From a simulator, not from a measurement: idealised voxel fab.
Process module in this document: voxel self aligned vias
175 nm wide, 5 nm square cells: that's cross-section cut.
Think of the cross-section as a grid of square cells. We describe it in bands, top to bottom, and each band covers one or more rows of those cells. This entry defines a band. It first specifies the height of the band's top and the height of its bottom in nm, and then specifies the band's materials from left to right, stating each material with its width in nm. The word "all across" identifies a single material that fills the band from edge to edge, while the word "empty" identifies empty space. We count height from 0. Below that, the starting wafer is all one material. The lowest band never ends at the bottom but goes on down; see "0 down" for how that is written. Think of "30->40" as a width that walks from the first number to the second as you go down the band, top row to bottom row, taking equal-sized steps from row to row. Step note "no change" = no cross-section cell changed. "Entrapped void list": empty spaces of 8 cells or more with no open way to the top, each given as width x height at distance, distance from the left edge, all in nm. Anything after a step's settings on that line? It's the simulator's own note about the step. "overlay nm", when on a step's line for a step with a mask, measures how far to the right of its planned place the mask lay; a negative measure means to the left.
The planned process steps are enumerated hereunder:
1. RECEIVE | material Si
2. CONFORMAL_DEP | material SiO2 | thk nm 10
3. CONFORMAL_DEP | material SiCN | thk nm 5
4. DIRECTIONAL_DEP | material SiO2 | thk nm 25
5. MASKED_ETCH | tone open | mask id LINES | width nm 25 | pitch nm 65 | etch materials SiO2 | depth nm 25 | overlay nm 0
6. CONFORMAL_DEP | material TiN | thk nm 5
7. FILL_DEP | material Ru | thk nm 5
8. CMP | height nm 40
9. SELECTIVE_ETCH | etch materials W Ru TiN | depth nm 5
10. FILL_DEP | material SiN | thk nm 5
11. CMP | height nm 40
12. DIRECTIONAL_DEP | material SiO2 | thk nm 20
13. DIRECTIONAL_DEP | material aC | thk nm 15
14. PATTERN | tone open | mask id VIAS | material resist | width nm 35 | thk nm 35 | overlay nm 0
15. DIRECTIONAL_ETCH | etch materials aC | depth nm 15
16. STRIP | etch materials resist
17. DIRECTIONAL_ETCH | etch materials SiO2 | depth nm 20
18. DIRECTIONAL_ETCH | etch materials SiN | depth nm 5
19. STRIP | etch materials aC
20. CONFORMAL_DEP | material TiN | thk nm 5
21. FILL_DEP | material Cu | thk nm 5
22. CMP | height nm 60
23. CONFORMAL_DEP | material SiCN | thk nm 5
Shown in cross-section is the wafer as received, that is, as it stands after step 1:
* 0 down | Si all across
* Entrapped void list: none
What the wafer looks like in cross-section after this module, when it starts as shown above and follows the plan above but one mistake is made in running it:
* 65 to 60 | SiCN all across
* 60 to 45 | Cu: 30, then TiN: 5, then SiO2: 35, then TiN: 5, then Cu: 100
* 45 to 40 | TiN: 35, then SiO2: 35, then TiN: 40, then Cu: 15, then TiN: 50
* 40 to 35 | SiO2: 40, then SiN: 25, then SiO2: 40, then TiN: 25, then SiO2: 45
* 35 to 20 | SiO2: 40, then TiN: 5, then Ru: 15, then TiN: 5, then SiO2: 40, then TiN: 5, then Ru: 15, then TiN: 5, then SiO2: 45
* 20 to 15 | SiO2: 40, then TiN: 25, then SiO2: 40, then TiN: 25, then SiO2: 45
* 15 to 10 | SiCN all across
* 10 to 0 | SiO2 all across
* 0 down | Si all across
* Entrapped void list: none
What went wrong in running the wafer? step 14: run off-plan, actual operation and settings PATTERN | tone cover | mask id VIAS | material resist | width nm 35 | thk nm 35 | overlay nm 0
